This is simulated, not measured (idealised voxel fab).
The following is a process module called voxel gate over fins.
We display cut, a cross-section 185 nm in width whose square cells are each 5 nm.
Just so we're on the same page, the cross-sections are grids of square cells, and they're listed out in bands top to bottom, each band one or more rows deep.
Band entry format. Leading values: height of top, height of bottom, nm. Remainder: materials in left-to-right order, each with its width in nm. Special words: "everywhere" on a single material, which then fills the band edge to edge; "air", empty space.
Height is counted from the level 0, under which the received wafer is composed throughout of one material. The lowest of the bands is not closed at the bottom but continues downward, in the notation "top 0, no bottom".
A two-number width, for instance "30..40", indicates that the width is equal to the first number in the top row of the band and to the second number in the bottom row, and that it changes by a constant amount per row of cells.
It should be understood that the words "remained the same", when stated for a given step, signify that the cross-section underwent no change in any of its cells during that step.
"Closed void roster" enumerates empty spaces isolated from the top, with no open way to it, that contain at least 8 cells, giving each as width x height at distance from the left edge, all three in nm.
Heads up: the bit after the settings on a step's line is the simulator's remark on that step.
overlay nm: how far to the right of its planned place the mask lay on this masked step (negative: to the left).
Reading key. Pairs: pre-step and post-step cross-section, one process step apart; post-step view only to lowest changed band. Step between + settings: beneath pair. Runs: pairs may be from different runs of this module, same starting wafer. Continuation from pair above: only where "Prior to processing" entry says.
Prior to processing
	top 0, no bottom = Si everywhere
	Closed void roster: none
Step Result
	top 5, bottom 0 = SiN everywhere
	Below 0, the layers are the same as they were.
	Closed void roster: none
Step that separates the before view from the after view above: CONFORMAL_DEP,material SiN,thk nm 5
Prior to processing: The pre-step condition corresponds to the post-step cross-section depicted in the pair directly above.
Step Result
	top 15, bottom 5 = aC everywhere
	Below 5, the layers are the same as they were.
	Closed void roster: none
Step that separates the before view from the after view above: DIRECTIONAL_DEP,material aC,thk nm 10
Prior to processing: The pre-step condition corresponds to the post-step cross-section depicted in the pair directly above.
Step Result
	top 40, bottom 15 = air=55; resist=15; air=45; resist=15; air=55
	Below 15, the layers are the same as they were.
	Closed void roster: none
Step that separates the before view from the after view above: PATTERN,tone cover,mask id FINS,material resist,width nm 15,pitch nm 60,thk nm 25,overlay nm 0
Prior to processing: The pre-step condition corresponds to the post-step cross-section depicted in the pair directly above.
Step Result
	top 30, bottom 15 = air=55; resist=15; air=45; resist=15; air=55
	top 15, bottom 5 = air=55; aC=15; air=45; aC=15; air=55
	Below 5, the layers are the same as they were.
	Closed void roster: none
Step that separates the before view from the after view above: DIRECTIONAL_ETCH,etch materials aC,depth nm 10
Prior to processing: The pre-step condition corresponds to the post-step cross-section depicted in the pair directly above.
Step Result
	top 15, bottom 5 = air=55; aC=15; air=45; aC=15; air=55
	Below 5, the layers are the same as they were.
	Closed void roster: none
Step that separates the before view from the after view above: STRIP,etch materials resist
Prior to processing: The pre-step condition corresponds to the post-step cross-section depicted in the pair directly above.
Step Result
	top 15, bottom 5 = air=55; aC=15; air=45; aC=15; air=55
	top 5, bottom 0 = air=55; SiN=15; air=45; SiN=15; air=55
	Below 0, the layers are the same as they were.
	Closed void roster: none
Step that separates the before view from the after view above: DIRECTIONAL_ETCH,etch materials SiN,depth nm 5
Prior to processing: The pre-step condition corresponds to the post-step cross-section depicted in the pair directly above.
Step Result
	top 15, bottom 5 = air=55; aC=15; air=45; aC=15; air=55
	top 5, bottom 0 = air=55; SiN=15; air=45; SiN=15; air=55
	top 0, bottom -40 = air=55; Si=15; air=45; Si=15; air=55
	Below -40, the layers are the same as they were.
	Closed void roster: none
Step that separates the before view from the after view above: DIRECTIONAL_ETCH,etch materials Si,depth nm 40
Prior to processing: The pre-step condition corresponds to the post-step cross-section depicted in the pair directly above.
Step Result
	top 5, bottom 0 = air=55; SiN=15; air=45; SiN=15; air=55
	Below 0, the layers are the same as they were.
	Closed void roster: none
Step that separates the before view from the after view above: STRIP,etch materials aC
Prior to processing: The pre-step condition corresponds to the post-step cross-section depicted in the pair directly above.
Step Result
	top 15, bottom 5 = SiO2 everywhere
	top 5, bottom 0 = SiO2=55; SiN=15; SiO2=45; SiN=15; SiO2=55
	top 0, bottom -40 = SiO2=55; Si=15; SiO2=45; Si=15; SiO2=55
	Below -40, the layers are the same as they were.
	Closed void roster: none
Step that separates the before view from the after view above: FILL_DEP,material SiO2,thk nm 10
Prior to processing: The pre-step condition corresponds to the post-step cross-section depicted in the pair directly above.
Step Result
	top 5, bottom 0 = SiO2=55; SiN=15; SiO2=45; SiN=15; SiO2=55
	Below 0, the layers are the same as they were.
	Closed void roster: none
Step that separates the before view from the after view above: CMP,height nm 5
Prior to processing: The pre-step condition corresponds to the post-step cross-section depicted in the pair directly above.
Step Result
	top 25, bottom 5 = resist=85; air=15; resist=85
	Below 5, the layers are the same as they were.
	Closed void roster: none
Step that separates the before view from the after view above: PATTERN,tone open,mask id RAIL,material resist,width nm 15,thk nm 20,overlay nm 0
Prior to processing: The pre-step condition corresponds to the post-step cross-section depicted in the pair directly above.
Step Result
	top 25, bottom 5 = resist=85; air=15; resist=85
	top 5, bottom 0 = SiO2=55; SiN=15; SiO2=15; air=15; SiO2=15; SiN=15; SiO2=55
	top 0, bottom -35 = SiO2=55; Si=15; SiO2=15; air=15; SiO2=15; Si=15; SiO2=55
	Below -35, the layers are the same as they were.
	Closed void roster: none
Step that separates the before view from the after view above: DIRECTIONAL_ETCH,etch materials SiO2,depth nm 40
Prior to processing: The pre-step condition corresponds to the post-step cross-section depicted in the pair directly above.
Step Result
	top 5, bottom 0 = SiO2=55; SiN=15; SiO2=15; air=15; SiO2=15; SiN=15; SiO2=55
	Below 0, the layers are the same as they were.
	Closed void roster: none
Step that separates the before view from the after view above: STRIP,etch materials resist
Prior to processing: The pre-step condition corresponds to the post-step cross-section depicted in the pair directly above.
Step Result
	top 10, bottom 5 = TiN=90; air=5; TiN=90
	top 5, bottom 0 = SiO2=55; SiN=15; SiO2=15; TiN=5; air=5; TiN=5; SiO2=15; SiN=15; SiO2=55
	top 0, bottom -30 = SiO2=55; Si=15; SiO2=15; TiN=5; air=5; TiN=5; SiO2=15; Si=15; SiO2=55
	top -30, bottom -35 = SiO2=55; Si=15; SiO2=15; TiN=15; SiO2=15; Si=15; SiO2=55
	Below -35, the layers are the same as they were.
	Closed void roster: none
Step that separates the before view from the after view above: CONFORMAL_DEP,material TiN,thk nm 5
Prior to processing: The pre-step condition corresponds to the post-step cross-section depicted in the pair directly above.
Step Result
	top 15, bottom 10 = Ru everywhere
	top 10, bottom 5 = TiN=90; Ru=5; TiN=90
	top 5, bottom 0 = SiO2=55; SiN=15; SiO2=15; TiN=5; Ru=5; TiN=5; SiO2=15; SiN=15; SiO2=55
	top 0, bottom -30 = SiO2=55; Si=15; SiO2=15; TiN=5; Ru=5; TiN=5; SiO2=15; Si=15; SiO2=55
	Below -30, the layers are the same as they were.
	Closed void roster: none
Step that separates the before view from the after view above: FILL_DEP,material Ru,thk nm 5
Prior to processing: The pre-step condition corresponds to the post-step cross-section depicted in the pair directly above.
Step Result
	top 5, bottom 0 = SiO2=55; SiN=15; SiO2=15; TiN=5; Ru=5; TiN=5; SiO2=15; SiN=15; SiO2=55
	Below 0, the layers are the same as they were.
	Closed void roster: none
Step that separates the before view from the after view above: CMP,height nm 5
Prior to processing: The pre-step condition corresponds to the post-step cross-section depicted in the pair directly above.
Step Result
	top 5, bottom 0 = SiO2=55; SiN=15; SiO2=15; air=15; SiO2=15; SiN=15; SiO2=55
	top 0, bottom -25 = SiO2=55; Si=15; SiO2=15; air=15; SiO2=15; Si=15; SiO2=55
	Below -25, the layers are the same as they were.
	Closed void roster: none
Step that separates the before view from the after view above: SELECTIVE_ETCH,etch materials W Ru TiN,depth nm 30
Prior to processing: The pre-step condition corresponds to the post-step cross-section depicted in the pair directly above.
Step Result
	top 10, bottom 5 = SiO2 everywhere
	top 5, bottom 0 = SiO2=55; SiN=15; SiO2=45; SiN=15; SiO2=55
	top 0, bottom -25 = SiO2=55; Si=15; SiO2=45; Si=15; SiO2=55
	Below -25, the layers are the same as they were.
	Closed void roster: none
Step that separates the before view from the after view above: FILL_DEP,material SiO2,thk nm 5
Prior to processing: The pre-step condition corresponds to the post-step cross-section depicted in the pair directly above.
Step Result
	top 5, bottom 0 = SiO2=55; SiN=15; SiO2=45; SiN=15; SiO2=55
	Below 0, the layers are the same as they were.
	Closed void roster: none
Step that separates the before view from the after view above: CMP,height nm 5
Prior to processing: The pre-step condition corresponds to the post-step cross-section depicted in the pair directly above.
Step Result
	top 5, bottom 0 = air=55; SiN=15; air=45; SiN=15; air=55
	top 0, bottom -15 = air=55; Si=15; air=45; Si=15; air=55
	Below -15, the layers are the same as they were.
	Closed void roster: none
Step that separates the before view from the after view above: SELECTIVE_ETCH,etch materials SiO2,depth nm 20
Prior to processing: The pre-step condition corresponds to the post-step cross-section depicted in the pair directly above.
Step Result
	top 0, bottom -15 = air=55; Si=15; air=45; Si=15; air=55
	Below -15, the layers are the same as they were.
	Closed void roster: none
Step that separates the before view from the after view above: STRIP,etch materials SiN
Prior to processing: The pre-step condition corresponds to the post-step cross-section depicted in the pair directly above.
Step Result
	top 5, bottom 0 = air=50; HfO2=25; air=35; HfO2=25; air=50
	top 0, bottom -10 = air=50; HfO2=5; Si=15; HfO2=5; air=35; HfO2=5; Si=15; HfO2=5; air=50
	top -10, bottom -15 = HfO2=55; Si=15; HfO2=45; Si=15; HfO2=55
	Below -15, the layers are the same as they were.
	Closed void roster: none
Step that separates the before view from the after view above: CONFORMAL_DEP,material HfO2,thk nm 5
Prior to processing: The pre-step condition corresponds to the post-step cross-section depicted in the pair directly above.
Step Result
	top 10, bottom 5 = air=45; TiN=35; air=25; TiN=35; air=45
	top 5, bottom 0 = air=45; TiN=5; HfO2=25; TiN=5; air=25; TiN=5; HfO2=25; TiN=5; air=45
	top 0, bottom -5 = air=45; TiN=5; HfO2=5; Si=15; HfO2=5; TiN=5; air=25; TiN=5; HfO2=5; Si=15; HfO2=5; TiN=5; air=45
	top -5, bottom -10 = TiN=50; HfO2=5; Si=15; HfO2=5; TiN=35; HfO2=5; Si=15; HfO2=5; TiN=50
	Below -10, the layers are the same as they were.
	Closed void roster: none
Step that separates the before view from the after view above: CONFORMAL_DEP,material TiN,thk nm 5
Prior to processing: The pre-step condition corresponds to the post-step cross-section depicted in the pair directly above.
Step Result
	top 25, bottom 10 = W everywhere
	top 10, bottom 5 = W=45; TiN=35; W=25; TiN=35; W=45
	top 5, bottom 0 = W=45; TiN=5; HfO2=25; TiN=5; W=25; TiN=5; HfO2=25; TiN=5; W=45
	top 0, bottom -5 = W=45; TiN=5; HfO2=5; Si=15; HfO2=5; TiN=5; W=25; TiN=5; HfO2=5; Si=15; HfO2=5; TiN=5; W=45
	Below -5, the layers are the same as they were.
	Closed void roster: none
Step that separates the before view from the after view above: FILL_DEP,material W,thk nm 15
Prior to processing: The pre-step condition corresponds to the post-step cross-section depicted in the pair directly above.
Step Result
	top 20, bottom 10 = W everywhere
	Below 10, the layers are the same as they were.
	Closed void roster: none
Step that separates the before view from the after view above: CMP,height nm 20
Prior to processing: The pre-step condition corresponds to the post-step cross-section depicted in the pair directly above.
Step Result
	top 30, bottom 20 = SiN everywhere
	Below 20, the layers are the same as they were.
	Closed void roster: none
Step that separates the before view from the after view above: CONFORMAL_DEP,material SiN,thk nm 10
Prior to processing
	top 0, bottom -15 = air=55; Si=15; air=45; Si=15; air=55
	top -15, bottom -25 = SiO2=55; Si=15; SiO2=45; Si=15; SiO2=55
	top -25, bottom -30 = SiO2=55; Si=15; SiO2=15; TiN=5; Ru=5; TiN=5; SiO2=15; Si=15; SiO2=55
	top -30, bottom -35 = SiO2=55; Si=15; SiO2=15; TiN=15; SiO2=15; Si=15; SiO2=55
	top -35, bottom -40 = SiO2=55; Si=15; SiO2=45; Si=15; SiO2=55
	top -40, no bottom = Si everywhere
	Closed void roster: none
Step Result
	top 5, bottom 0 = air=50; TiN=25; air=35; TiN=25; air=50
	top 0, bottom -10 = air=50; TiN=5; Si=15; TiN=5; air=35; TiN=5; Si=15; TiN=5; air=50
	top -10, bottom -15 = TiN=55; Si=15; TiN=45; Si=15; TiN=55
	Below -15, the layers are the same as they were.
	Closed void roster: none
Step that separates the before view from the after view above: CONFORMAL_DEP,material TiN,thk nm 5
Prior to processing: The pre-step condition corresponds to the post-step cross-section depicted in the pair directly above.
Step Result
	top 20, bottom 5 = W everywhere
	top 5, bottom 0 = W=50; TiN=25; W=35; TiN=25; W=50
	top 0, bottom -10 = W=50; TiN=5; Si=15; TiN=5; W=35; TiN=5; Si=15; TiN=5; W=50
	Below -10, the layers are the same as they were.
	Closed void roster: none
Step that separates the before view from the after view above: FILL_DEP,material W,thk nm 15
Prior to processing: The pre-step condition corresponds to the post-step cross-section depicted in the pair directly above.
Step Result
	top 30, bottom 20 = SiN everywhere
	Below 20, the layers are the same as they were.
	Closed void roster: none
Step that separates the before view from the after view above: CONFORMAL_DEP,material SiN,thk nm 10
Prior to processing
	top 5, bottom 0 = air=55; SiN=15; air=45; SiN=15; air=55
	top 0, bottom -15 = air=55; Si=15; air=45; Si=15; air=55
	top -15, bottom -25 = SiO2=55; Si=15; SiO2=45; Si=15; SiO2=55
	top -25, bottom -30 = SiO2=55; Si=15; SiO2=15; TiN=5; Ru=5; TiN=5; SiO2=15; Si=15; SiO2=55
	top -30, bottom -35 = SiO2=55; Si=15; SiO2=15; TiN=15; SiO2=15; Si=15; SiO2=55
	top -35, bottom -40 = SiO2=55; Si=15; SiO2=45; Si=15; SiO2=55
	top -40, no bottom = Si everywhere
	Closed void roster: none
Step Result
	top 5, bottom 0 = air=55; SiN=15; air=45; SiN=15; air=55
	top 0, bottom -25 = air=55; Si=15; air=45; Si=15; air=55
	top -25, bottom -30 = air=55; Si=15; air=15; TiN=5; Ru=5; TiN=5; air=15; Si=15; air=55
	top -30, bottom -35 = air=55; Si=15; air=15; TiN=15; air=15; Si=15; air=55
	Below -35, the layers are the same as they were.
	Closed void roster: none
Step that separates the before view from the after view above: SELECTIVE_ETCH,etch materials SiO2,depth nm 20
Prior to processing: The pre-step condition corresponds to the post-step cross-section depicted in the pair directly above.
Step Result
	top 0, bottom -25 = air=55; Si=15; air=45; Si=15; air=55
	Below -25, the layers are the same as they were.
	Closed void roster: none
Step that separates the before view from the after view above: STRIP,etch materials SiN
Prior to processing: The pre-step condition corresponds to the post-step cross-section depicted in the pair directly above.
Step Result
	top 5, bottom 0 = air=50; HfO2=25; air=35; HfO2=25; air=50
	top 0, bottom -20 = air=50; HfO2=5; Si=15; HfO2=5; air=35; HfO2=5; Si=15; HfO2=5; air=50
	top -20, bottom -25 = air=50; HfO2=5; Si=15; HfO2=5; air=5; HfO2=25; air=5; HfO2=5; Si=15; HfO2=5; air=50
	top -25, bottom -30 = air=50; HfO2=5; Si=15; HfO2=5; air=5; HfO2=5; TiN=5; Ru=5; TiN=5; HfO2=5; air=5; HfO2=5; Si=15; HfO2=5; air=50
	top -30, bottom -35 = HfO2=55; Si=15; HfO2=15; TiN=15; HfO2=15; Si=15; HfO2=55
	Below -35, the layers are the same as they were.
	Closed void roster: none
Step that separates the before view from the after view above: CONFORMAL_DEP,material HfO2,thk nm 5
Prior to processing: The pre-step condition corresponds to the post-step cross-section depicted in the pair directly above.
Step Result
	top 10, bottom 5 = air=45; TiN=35; air=25; TiN=35; air=45
	top 5, bottom 0 = air=45; TiN=5; HfO2=25; TiN=5; air=25; TiN=5; HfO2=25; TiN=5; air=45
	top 0, bottom -15 = air=45; TiN=5; HfO2=5; Si=15; HfO2=5; TiN=5; air=25; TiN=5; HfO2=5; Si=15; HfO2=5; TiN=5; air=45
	top -15, bottom -20 = air=45; TiN=5; HfO2=5; Si=15; HfO2=5; TiN=35; HfO2=5; Si=15; HfO2=5; TiN=5; air=45
	top -20, bottom -25 = air=45; TiN=5; HfO2=5; Si=15; HfO2=5; TiN=5; HfO2=25; TiN=5; HfO2=5; Si=15; HfO2=5; TiN=5; air=45
	top -25, bottom -30 = TiN=50; HfO2=5; Si=15; HfO2=5; TiN=5; HfO2=5; TiN=5; Ru=5; TiN=5; HfO2=5; TiN=5; HfO2=5; Si=15; HfO2=5; TiN=50
	Below -30, the layers are the same as they were.
	Closed void roster: none
Step that separates the before view from the after view above: CONFORMAL_DEP,material TiN,thk nm 5
Prior to processing: The pre-step condition corresponds to the post-step cross-section depicted in the pair directly above.
Step Result
	top 25, bottom 10 = W everywhere
	top 10, bottom 5 = W=45; TiN=35; W=25; TiN=35; W=45
	top 5, bottom 0 = W=45; TiN=5; HfO2=25; TiN=5; W=25; TiN=5; HfO2=25; TiN=5; W=45
	top 0, bottom -15 = W=45; TiN=5; HfO2=5; Si=15; HfO2=5; TiN=5; W=25; TiN=5; HfO2=5; Si=15; HfO2=5; TiN=5; W=45
	top -15, bottom -20 = W=45; TiN=5; HfO2=5; Si=15; HfO2=5; TiN=35; HfO2=5; Si=15; HfO2=5; TiN=5; W=45
	top -20, bottom -25 = W=45; TiN=5; HfO2=5; Si=15; HfO2=5; TiN=5; HfO2=25; TiN=5; HfO2=5; Si=15; HfO2=5; TiN=5; W=45
	Below -25, the layers are the same as they were.
	Closed void roster: none
Step that separates the before view from the after view above: FILL_DEP,material W,thk nm 15
Prior to processing: The pre-step condition corresponds to the post-step cross-section depicted in the pair directly above.
Step Result
	top 20, bottom 10 = W everywhere
	Below 10, the layers are the same as they were.
	Closed void roster: none
Step that separates the before view from the after view above: CMP,height nm 20
Prior to processing: The pre-step condition corresponds to the post-step cross-section depicted in the pair directly above.
Step Result
	top 30, bottom 20 = SiN everywhere
	Below 20, the layers are the same as they were.
	Closed void roster: none
Step that separates the before view from the after view above: CONFORMAL_DEP,material SiN,thk nm 10
Prior to processing
	top 5, bottom 0 = SiO2=55; SiN=15; SiO2=45; SiN=15; SiO2=55
	top 0, bottom -25 = SiO2=55; Si=15; SiO2=45; Si=15; SiO2=55
	top -25, bottom -30 = SiO2=55; Si=15; SiO2=15; TiN=5; Ru=5; TiN=5; SiO2=15; Si=15; SiO2=55
	top -30, bottom -35 = SiO2=55; Si=15; SiO2=15; TiN=15; SiO2=15; Si=15; SiO2=55
	top -35, bottom -40 = SiO2=55; Si=15; SiO2=45; Si=15; SiO2=55
	top -40, no bottom = Si everywhere
	Closed void roster: none
Step Result
	top 5, bottom 0 = SiO2=55; air=15; SiO2=45; air=15; SiO2=55
	Below 0, the layers are the same as they were.
	Closed void roster: none
Step that separates the before view from the after view above: STRIP,etch materials SiN
Prior to processing: The pre-step condition corresponds to the post-step cross-section depicted in the pair directly above.
Step Result
	top 0, bottom -15 = air=55; Si=15; air=45; Si=15; air=55
	top -15, bottom -20 = SiO2=35; air=20; Si=15; air=20; SiO2=5; air=20; Si=15; air=20; SiO2=35
	Below -20, the layers are the same as they were.
	Closed void roster: none
Step that separates the before view from the after view above: SELECTIVE_ETCH,etch materials SiO2,depth nm 20
Prior to processing: The pre-step condition corresponds to the post-step cross-section depicted in the pair directly above.
Step Result
	top 5, bottom 0 = air=50; HfO2=25; air=35; HfO2=25; air=50
	top 0, bottom -10 = air=50; HfO2=5; Si=15; HfO2=5; air=35; HfO2=5; Si=15; HfO2=5; air=50
	top -10, bottom -15 = HfO2=40; air=10; HfO2=5; Si=15; HfO2=5; air=10; HfO2=15; air=10; HfO2=5; Si=15; HfO2=5; air=10; HfO2=40
	top -15, bottom -20 = SiO2=35; HfO2=20; Si=15; HfO2=20; SiO2=5; HfO2=20; Si=15; HfO2=20; SiO2=35
	Below -20, the layers are the same as they were.
	Closed void roster: none
Step that separates the before view from the after view above: CONFORMAL_DEP,material HfO2,thk nm 5
Prior to processing: The pre-step condition corresponds to the post-step cross-section depicted in the pair directly above.
Step Result
	top 10, bottom 5 = air=45; TiN=35; air=25; TiN=35; air=45
	top 5, bottom 0 = air=45; TiN=5; HfO2=25; TiN=5; air=25; TiN=5; HfO2=25; TiN=5; air=45
	top 0, bottom -5 = air=45; TiN=5; HfO2=5; Si=15; HfO2=5; TiN=5; air=25; TiN=5; HfO2=5; Si=15; HfO2=5; TiN=5; air=45
	top -5, bottom -10 = TiN=50; HfO2=5; Si=15; HfO2=5; TiN=35; HfO2=5; Si=15; HfO2=5; TiN=50
	top -10, bottom -15 = HfO2=40; TiN=10; HfO2=5; Si=15; HfO2=5; TiN=10; HfO2=15; TiN=10; HfO2=5; Si=15; HfO2=5; TiN=10; HfO2=40
	Below -15, the layers are the same as they were.
	Closed void roster: none
Step that separates the before view from the after view above: CONFORMAL_DEP,material TiN,thk nm 5
Prior to processing: The pre-step condition corresponds to the post-step cross-section depicted in the pair directly above.
Step Result
	top 25, bottom 10 = W everywhere
	top 10, bottom 5 = W=45; TiN=35; W=25; TiN=35; W=45
	top 5, bottom 0 = W=45; TiN=5; HfO2=25; TiN=5; W=25; TiN=5; HfO2=25; TiN=5; W=45
	top 0, bottom -5 = W=45; TiN=5; HfO2=5; Si=15; HfO2=5; TiN=5; W=25; TiN=5; HfO2=5; Si=15; HfO2=5; TiN=5; W=45
	Below -5, the layers are the same as they were.
	Closed void roster: none
Step that separates the before view from the after view above: FILL_DEP,material W,thk nm 15
Prior to processing: The pre-step condition corresponds to the post-step cross-section depicted in the pair directly above.
Step Result
	top 20, bottom 10 = W everywhere
	Below 10, the layers are the same as they were.
	Closed void roster: none
Step that separates the before view from the after view above: CMP,height nm 20
Prior to processing: The pre-step condition corresponds to the post-step cross-section depicted in the pair directly above.
Step Result
	top 30, bottom 20 = SiN everywhere
	Below 20, the layers are the same as they were.
	Closed void roster: none
Step that separates the before view from the after view above: CONFORMAL_DEP,material SiN,thk nm 10
Prior to processing
	top 5, bottom 0 = SiO2=55; SiN=15; SiO2=45; SiN=15; SiO2=55
	top 0, bottom -25 = SiO2=55; Si=15; SiO2=45; Si=15; SiO2=55
	top -25, bottom -30 = SiO2=55; Si=15; SiO2=15; TiN=5; Ru=5; TiN=5; SiO2=15; Si=15; SiO2=55
	top -30, bottom -35 = SiO2=55; Si=15; SiO2=15; TiN=15; SiO2=15; Si=15; SiO2=55
	top -35, bottom -40 = SiO2=55; Si=15; SiO2=45; Si=15; SiO2=55
	top -40, no bottom = Si everywhere
	Closed void roster: none
Step Result
	top 5, bottom 0 = air=55; SiN=15; air=45; SiN=15; air=55
	top 0, bottom -25 = air=55; Si=15; air=45; Si=15; air=55
	Below -25, the layers are the same as they were.
	Closed void roster: none
Step that separates the before view from the after view above: SELECTIVE_ETCH,etch materials SiO2,depth nm 30
Prior to processing: The pre-step condition corresponds to the post-step cross-section depicted in the pair directly above.
Step Result
	top 0, bottom -25 = air=55; Si=15; air=45; Si=15; air=55
	Below -25, the layers are the same as they were.
	Closed void roster: none
Step that separates the before view from the after view above: STRIP,etch materials SiN
Prior to processing: The pre-step condition corresponds to the post-step cross-section depicted in the pair directly above.
Step Result
	top 5, bottom 0 = air=50; HfO2=25; air=35; HfO2=25; air=50
	top 0, bottom -20 = air=50; HfO2=5; Si=15; HfO2=5; air=35; HfO2=5; Si=15; HfO2=5; air=50
	top -20, bottom -25 = HfO2=55; Si=15; HfO2=45; Si=15; HfO2=55
	Below -25, the layers are the same as they were.
	Closed void roster: none
Step that separates the before view from the after view above: CONFORMAL_DEP,material HfO2,thk nm 5
Prior to processing: The pre-step condition corresponds to the post-step cross-section depicted in the pair directly above.
Step Result
	top 10, bottom 5 = air=45; TiN=35; air=25; TiN=35; air=45
	top 5, bottom 0 = air=45; TiN=5; HfO2=25; TiN=5; air=25; TiN=5; HfO2=25; TiN=5; air=45
	top 0, bottom -15 = air=45; TiN=5; HfO2=5; Si=15; HfO2=5; TiN=5; air=25; TiN=5; HfO2=5; Si=15; HfO2=5; TiN=5; air=45
	top -15, bottom -20 = TiN=50; HfO2=5; Si=15; HfO2=5; TiN=35; HfO2=5; Si=15; HfO2=5; TiN=50
	Below -20, the layers are the same as they were.
	Closed void roster: none
Step that separates the before view from the after view above: CONFORMAL_DEP,material TiN,thk nm 5
Prior to processing: The pre-step condition corresponds to the post-step cross-section depicted in the pair directly above.
Step Result
	top 25, bottom 10 = W everywhere
	top 10, bottom 5 = W=45; TiN=35; W=25; TiN=35; W=45
	top 5, bottom 0 = W=45; TiN=5; HfO2=25; TiN=5; W=25; TiN=5; HfO2=25; TiN=5; W=45
	top 0, bottom -15 = W=45; TiN=5; HfO2=5; Si=15; HfO2=5; TiN=5; W=25; TiN=5; HfO2=5; Si=15; HfO2=5; TiN=5; W=45
	Below -15, the layers are the same as they were.
	Closed void roster: none
Step that separates the before view from the after view above: FILL_DEP,material W,thk nm 15
Prior to processing: The pre-step condition corresponds to the post-step cross-section depicted in the pair directly above.
Step Result
	top 20, bottom 10 = W everywhere
	Below 10, the layers are the same as they were.
	Closed void roster: none
Step that separates the before view from the after view above: CMP,height nm 20
Prior to processing: The pre-step condition corresponds to the post-step cross-section depicted in the pair directly above.
Step Result
	top 30, bottom 20 = SiN everywhere
	Below 20, the layers are the same as they were.
	Closed void roster: none
Step that separates the before view from the after view above: CONFORMAL_DEP,material SiN,thk nm 10
Prior to processing
	top 15, bottom 5 = aC everywhere
	top 5, bottom 0 = SiN everywhere
	top 0, no bottom = Si everywhere
	Closed void roster: none
Step Result
	top 40, bottom 15 = air=55; resist=20; air=40; resist=20; air=50
	Below 15, the layers are the same as they were.
	Closed void roster: none
Step that separates the before view from the after view above: PATTERN,tone cover,mask id FINS,material resist,width nm 20,pitch nm 60,thk nm 25,overlay nm 0
Prior to processing: The pre-step condition corresponds to the post-step cross-section depicted in the pair directly above.
Step Result
	top 30, bottom 15 = air=55; resist=20; air=40; resist=20; air=50
	top 15, bottom 5 = air=55; aC=20; air=40; aC=20; air=50
	Below 5, the layers are the same as they were.
	Closed void roster: none
Step that separates the before view from the after view above: DIRECTIONAL_ETCH,etch materials aC,depth nm 10
Prior to processing: The pre-step condition corresponds to the post-step cross-section depicted in the pair directly above.
Step Result
	top 15, bottom 5 = air=55; aC=20; air=40; aC=20; air=50
	Below 5, the layers are the same as they were.
	Closed void roster: none
Step that separates the before view from the after view above: STRIP,etch materials resist
Prior to processing: The pre-step condition corresponds to the post-step cross-section depicted in the pair directly above.
Step Result
	top 15, bottom 5 = air=55; aC=20; air=40; aC=20; air=50
	top 5, bottom 0 = air=55; SiN=20; air=40; SiN=20; air=50
	Below 0, the layers are the same as they were.
	Closed void roster: none
Step that separates the before view from the after view above: DIRECTIONAL_ETCH,etch materials SiN,depth nm 5
Prior to processing: The pre-step condition corresponds to the post-step cross-section depicted in the pair directly above.
Step Result
	top 15, bottom 5 = air=55; aC=20; air=40; aC=20; air=50
	top 5, bottom 0 = air=55; SiN=20; air=40; SiN=20; air=50
	top 0, bottom -40 = air=55; Si=20; air=40; Si=20; air=50
	Below -40, the layers are the same as they were.
	Closed void roster: none
Step that separates the before view from the after view above: DIRECTIONAL_ETCH,etch materials Si,depth nm 40
Prior to processing: The pre-step condition corresponds to the post-step cross-section depicted in the pair directly above.
Step Result
	top 5, bottom 0 = air=55; SiN=20; air=40; SiN=20; air=50
	Below 0, the layers are the same as they were.
	Closed void roster: none
Step that separates the before view from the after view above: STRIP,etch materials aC
Prior to processing: The pre-step condition corresponds to the post-step cross-section depicted in the pair directly above.
Step Result
	top 15, bottom 5 = SiO2 everywhere
	top 5, bottom 0 = SiO2=55; SiN=20; SiO2=40; SiN=20; SiO2=50
	top 0, bottom -40 = SiO2=55; Si=20; SiO2=40; Si=20; SiO2=50
	Below -40, the layers are the same as they were.
	Closed void roster: none
Step that separates the before view from the after view above: FILL_DEP,material SiO2,thk nm 10
Prior to processing: The pre-step condition corresponds to the post-step cross-section depicted in the pair directly above.
Step Result
	top 5, bottom 0 = SiO2=55; SiN=20; SiO2=40; SiN=20; SiO2=50
	Below 0, the layers are the same as they were.
	Closed void roster: none
Step that separates the before view from the after view above: CMP,height nm 5
Prior to processing: The pre-step condition corresponds to the post-step cross-section depicted in the pair directly above.
Step Result
	top 25, bottom 5 = resist=85; air=15; resist=85
	Below 5, the layers are the same as they were.
	Closed void roster: none
Step that separates the before view from the after view above: PATTERN,tone open,mask id RAIL,material resist,width nm 15,thk nm 20,overlay nm 0
Prior to processing: The pre-step condition corresponds to the post-step cross-section depicted in the pair directly above.
Step Result
	top 25, bottom 5 = resist=85; air=15; resist=85
	top 5, bottom 0 = SiO2=55; SiN=20; SiO2=10; air=15; SiO2=15; SiN=20; SiO2=50
	top 0, bottom -35 = SiO2=55; Si=20; SiO2=10; air=15; SiO2=15; Si=20; SiO2=50
	Below -35, the layers are the same as they were.
	Closed void roster: none
Step that separates the before view from the after view above: DIRECTIONAL_ETCH,etch materials SiO2,depth nm 40
Prior to processing: The pre-step condition corresponds to the post-step cross-section depicted in the pair directly above.
Step Result
	top 5, bottom 0 = SiO2=55; SiN=20; SiO2=10; air=15; SiO2=15; SiN=20; SiO2=50
	Below 0, the layers are the same as they were.
	Closed void roster: none
Step that separates the before view from the after view above: STRIP,etch materials resist
Prior to processing: The pre-step condition corresponds to the post-step cross-section depicted in the pair directly above.
Step Result
	top 10, bottom 5 = TiN=90; air=5; TiN=90
	top 5, bottom 0 = SiO2=55; SiN=20; SiO2=10; TiN=5; air=5; TiN=5; SiO2=15; SiN=20; SiO2=50
	top 0, bottom -30 = SiO2=55; Si=20; SiO2=10; TiN=5; air=5; TiN=5; SiO2=15; Si=20; SiO2=50
	top -30, bottom -35 = SiO2=55; Si=20; SiO2=10; TiN=15; SiO2=15; Si=20; SiO2=50
	Below -35, the layers are the same as they were.
	Closed void roster: none
Step that separates the before view from the after view above: CONFORMAL_DEP,material TiN,thk nm 5
Prior to processing: The pre-step condition corresponds to the post-step cross-section depicted in the pair directly above.
Step Result
	top 15, bottom 10 = Ru everywhere
	top 10, bottom 5 = TiN=90; Ru=5; TiN=90
	top 5, bottom 0 = SiO2=55; SiN=20; SiO2=10; TiN=5; Ru=5; TiN=5; SiO2=15; SiN=20; SiO2=50
	top 0, bottom -30 = SiO2=55; Si=20; SiO2=10; TiN=5; Ru=5; TiN=5; SiO2=15; Si=20; SiO2=50
	Below -30, the layers are the same as they were.
	Closed void roster: none
Step that separates the before view from the after view above: FILL_DEP,material Ru,thk nm 5
